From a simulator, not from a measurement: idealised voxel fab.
The process module presented herein is designated voxel air gaps.
Section cut is 210 nm wide and gridded with 5 nm square cells.
Heads up, the way a cross-section reads in here is a grid of square cells, handed over as bands from the top down, with every band being one or more rows of cells. Look at the band entry: it leads with the top's height and the bottom's height in nm. Then it lists the materials left to right, with a width in nm for each. The word "full width" on a single material says that material fills the band edge to edge. The word "empty" is empty space. Heights from 0 (as-received wafer is one material below). Bottom band endless downward, as "z 0 and below". Read "30 to 40" as a graded width: first number on top, second number at the bottom, same change between each pair of neighbouring rows. A step reported as "no change occurred" is a step in which no cell of the cross-section changed. Voids not open to the top, 8 cells minimum: see "Completely enclosed voids". Written width x height at distance; distance is from the left edge; nm. On a step's line, text after the settings is the simulator commenting on that step. overlay nm: mask right of planned place by this much (step with mask). Neg. = left.

[Process steps foreseen in the plan]
1,RECEIVE [material Si]
2,CONFORMAL_DEP [material SiO2] [thk nm 10]
3,CONFORMAL_DEP [material SiCN] [thk nm 5]
4,DIRECTIONAL_DEP [material SiO2] [thk nm 35]
5,PATTERN [tone open] [mask id LINES] [material resist] [width nm 15] [pitch nm 40] [thk nm 15] [overlay nm 0]
6,DIRECTIONAL_ETCH [etch materials SiO2] [depth nm 35]
7,STRIP [etch materials resist]
8,CONFORMAL_DEP [material TiN] [thk nm 5]
9,FILL_DEP [material Cu] [thk nm 10]
10,CMP [height nm 50]
11,EPI [material Ru] [thk nm 10]
12,SELECTIVE_ETCH [etch materials SiO2] [depth nm 45]
13,CONFORMAL_DEP [material SiCN] [thk nm 5]

[The cross-section here shows the wafer as received, i.e. in its state after step 1]
z 0 and below  Si full width
Completely enclosed voids: none

[First of two wafers, end-of-module section, run followed plan]
z 65 to 60  empty: 40 | SiCN: 125 | empty: 45
z 60 to 50  empty: 40 | SiCN: 5 | Ru: 35 | SiCN: 5 | Ru: 35 | SiCN: 5 | Ru: 35 | SiCN: 5 | empty: 45
z 50 to 45  empty: 40 | SiCN: 15 | TiN: 5 | Cu: 5 | TiN: 5 | SiCN: 25 | TiN: 5 | Cu: 5 | TiN: 5 | SiCN: 25 | TiN: 5 | Cu: 5 | TiN: 5 | SiCN: 15 | empty: 45
z 45 to 20  empty: 50 | SiCN: 5 | TiN: 5 | Cu: 5 | TiN: 5 | SiCN: 5 | empty: 15 | SiCN: 5 | TiN: 5 | Cu: 5 | TiN: 5 | SiCN: 5 | empty: 15 | SiCN: 5 | TiN: 5 | Cu: 5 | TiN: 5 | SiCN: 5 | empty: 55
z 20 to 15  SiCN: 55 | TiN: 15 | SiCN: 25 | TiN: 15 | SiCN: 25 | TiN: 15 | SiCN: 60
z 15 to 10  SiCN full width
z 10 to 0  SiO2 full width
z 0 and below  Si full width
Completely enclosed voids: 15 x 25 at 75; 15 x 25 at 115

[What the second wafer looks like in cross-section once the module is done. Its start and its plan matched the first wafer's exactly; what differed was one mistake in how it was run]
z 65 to 60  SiCN full width
z 60 to 50  Ru full width
z 50 to 45  TiN: 60 | Cu: 5 | TiN: 35 | Cu: 5 | TiN: 35 | Cu: 5 | TiN: 65
z 45 to 15  SiO2: 55 | TiN: 5 | Cu: 5 | TiN: 5 | SiO2: 25 | TiN: 5 | Cu: 5 | TiN: 5 | SiO2: 25 | TiN: 5 | Cu: 5 | TiN: 5 | SiO2: 60
z 15 to 10  SiO2: 55 | TiN: 15 | SiO2: 25 | TiN: 15 | SiO2: 25 | TiN: 15 | SiO2: 60
z 10 to 0  SiO2 full width
z 0 and below  Si full width
Completely enclosed voids: none
Short version of what went wrong: the plan's step 3 went unexecuted, having been skipped
Final comparison by cell count, materials where the second wafer has more or fewer than the first: Cu: 3 more, Ru: 42 more, SiCN: 112 fewer, SiO2: 231 more, TiN: 39 more
Final closed voids: first wafer 2, second wafer 0.
